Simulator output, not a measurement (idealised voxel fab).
Process module name: voxel self aligned contacts
Square cell edge 5 nm, section width 295 nm, ID cut.
If you're reading a cross-section in this doc, picture square cells in a grid; it comes to you as bands, top ones listed first down to the bottom, and a band can be one or more rows of cells. It is stipulated that each band's entry specify, in nanometres, the height of the top of the band and then that of its bottom, followed by the materials of the band in left-to-right sequence, each together with its width in nanometres. A single material marked by the word "everywhere" is understood to fill the band from edge to edge; the word "blank" is understood to denote empty space. The reference from which all heights are counted is 0, the level beneath which the as-received wafer is entirely one material; the lowest band, having no lower bound, proceeds downward and is written after the example "0..down". Width spec "30..40" -> top row of cells at first value, bottom row at second value, equal per-row change in between. Step marked "all unchanged"? Then no cell in the cross-section changed in it. In the "Entrapped void list" entry, you get each enclosed empty space of 8 cells or more, one with no open way to the top, written width x height at distance, distance from the left edge, in nm. Whatever follows a step's settings on its line is a remark the simulator itself makes about that step. overlay nm: for a step with a mask, the amount by which the mask lay right of where it was planned; a negative amount means left of it.

[The planned process steps are enumerated hereunder]
1. RECEIVE: material Si
2. CONFORMAL_DEP: material SiO2, thk nm 5
3. DIRECTIONAL_DEP: material polySi, thk nm 20
4. DIRECTIONAL_DEP: material SiN, thk nm 20
5. DIRECTIONAL_DEP: material aC, thk nm 10
6. PATTERN: tone cover, mask id GATE, material resist, width nm 30, pitch nm 75, thk nm 25, overlay nm 0
7. DIRECTIONAL_ETCH: etch materials aC, depth nm 10
8. STRIP: etch materials resist
9. DIRECTIONAL_ETCH: etch materials SiN, depth nm 20
10. DIRECTIONAL_ETCH: etch materials polySi, depth nm 20
11. STRIP: etch materials aC
12. CONFORMAL_DEP: material SiN, thk nm 10
13. DIRECTIONAL_ETCH: etch materials SiN, depth nm 10
14. FILL_DEP: material SiO2, thk nm 20
15. CMP: height nm 55
16. DIRECTIONAL_DEP: material aC, thk nm 15
17. PATTERN: tone open, mask id CONTACT, material resist, width nm 55, thk nm 30, overlay nm 0
18. DIRECTIONAL_ETCH: etch materials aC, depth nm 15
19. STRIP: etch materials resist
20. DIRECTIONAL_ETCH: etch materials SiO2, depth nm 55
21. STRIP: etch materials aC
22. CONFORMAL_DEP: material TiN, thk nm 5
23. FILL_DEP: material W, thk nm 5
24. CMP: height nm 55
25. CONFORMAL_DEP: material SiN, thk nm 5

[Cross-sectional view of the wafer in its as-received condition, corresponding to the state after step 1]
    0..down = Si everywhere
    Entrapped void list: none

[First of two wafers, end-of-module section, run followed plan]
    60..55 = SiN everywhere
    55..45 = SiO2 120; TiN 5..20; W 45..15; TiN 5..20; SiO2 120
    45..25 = SiO2 85; SiN 50; TiN 5; W 15; TiN 5; SiN 50; SiO2 85
    25..5 = SiO2 85; SiN 10; polySi 30; SiN 10; TiN 5; W 15; TiN 5; SiN 10; polySi 30; SiN 10; SiO2 85
    5..0 = SiO2 135; TiN 25; SiO2 135
    0..down = Si everywhere
    Entrapped void list: none

[Same start, same plan as the first wafer - but one mistake in the run. Cross-section of the second of the two at the end of the module]
    60..55 = SiN everywhere
    55..50 = SiO2 85; SiN 50; TiN 5; W 15; TiN 5; SiN 50; SiO2 85
    50..45 = SiO2 85; SiN 50; TiN 25; SiN 50; SiO2 85
    45..25 = SiN everywhere
    25..5 = polySi everywhere
    5..0 = SiO2 everywhere
    0..down = Si everywhere
    Entrapped void list: none
What was done differently from what was planned? step 4 of the plan was executed twice over
Count the cells at the end and the second wafer has more or fewer of some materials than the first: SiN +164 | SiO2 -295 | TiN -24 | W -33 | polySi +188
